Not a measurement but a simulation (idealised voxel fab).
process module | voxel air gaps
cross-section cut | 265 nm wide | cells 5 nm
A cross-section is a grid of square cells, given in bands from the top down. A band is one or more rows of cells.
Each band's line starts with the height of the band's top and of its bottom, in nm. Then come its materials from left to right, each with its width in nm. One material with "throughout" fills the band from edge to edge. "air" is empty space.
Height 0 is the level under which the wafer as received is all one material. The lowest band goes on downwards, as in "0 down".
A width such as "30 to 40" changes by the same amount from each row of cells to the next, from the band's top row to its bottom row.
"no change" after a step means that no cell of the cross-section changed.
closed voids: empty space of 8 cells or more with no open way to the top, each as width x height at its distance from the left edge, in nm
after a step's settings: what the simulator itself notes on the step
overlay nm, on a step with a mask: how far to the right of its planned place the mask lay; to the left if negative
plan
1 op RECEIVE | material Si
2 op CONFORMAL_DEP | material SiO2 | thk nm 15
3 op CONFORMAL_DEP | material SiN | thk nm 5
4 op DIRECTIONAL_DEP | material SiO2 | thk nm 40
5 op DIRECTIONAL_DEP | material aC | thk nm 15
6 op PATTERN | tone open | mask id LINES | material resist | width nm 15 | pitch nm 40 | thk nm 35 | overlay nm -15
7 op DIRECTIONAL_ETCH | etch materials aC | depth nm 15
8 op STRIP | etch materials resist
9 op DIRECTIONAL_ETCH | etch materials SiO2 | depth nm 40
10 op STRIP | etch materials aC
11 op CONFORMAL_DEP | material TiN | thk nm 5
12 op FILL_DEP | material W | thk nm 10
13 op CMP | height nm 60
14 op EPI | material Ru | thk nm 10
15 op SELECTIVE_ETCH | etch materials SiO2 | depth nm 50
16 op CONFORMAL_DEP | material SiN | thk nm 5
varied across the wafers: overlay nm of step 6. The plan shows the first wafer's value. All wafers start alike
first wafer as received, after step 1
  0 down: Si throughout
  closed voids: none
each wafer at the end: cells of each material gained (+) or lost (-) since it was received, then its closed voids
overlay nm -15 | +42 Ru | +182 SiN | +159 SiO2 | +51 TiN | +21 W | closed voids: 15 x 30 at 90; 15 x 30 at 130
overlay nm -10 | +42 Ru | +182 SiN | +159 SiO2 | +51 TiN | +21 W | closed voids: 15 x 30 at 95; 15 x 30 at 135
overlay nm -5 | +42 Ru | +182 SiN | +159 SiO2 | +51 TiN | +21 W | closed voids: 15 x 30 at 100; 15 x 30 at 140
overlay nm 0 | +42 Ru | +182 SiN | +159 SiO2 | +51 TiN | +21 W | closed voids: 15 x 30 at 105; 15 x 30 at 145
overlay nm 5 | +42 Ru | +182 SiN | +159 SiO2 | +51 TiN | +21 W | closed voids: 15 x 30 at 110; 15 x 30 at 150
overlay nm 10 | +42 Ru | +182 SiN | +159 SiO2 | +51 TiN | +21 W | closed voids: 15 x 30 at 115; 15 x 30 at 155
overlay nm 15 | +42 Ru | +182 SiN | +159 SiO2 | +51 TiN | +21 W | closed voids: 15 x 30 at 120; 15 x 30 at 160
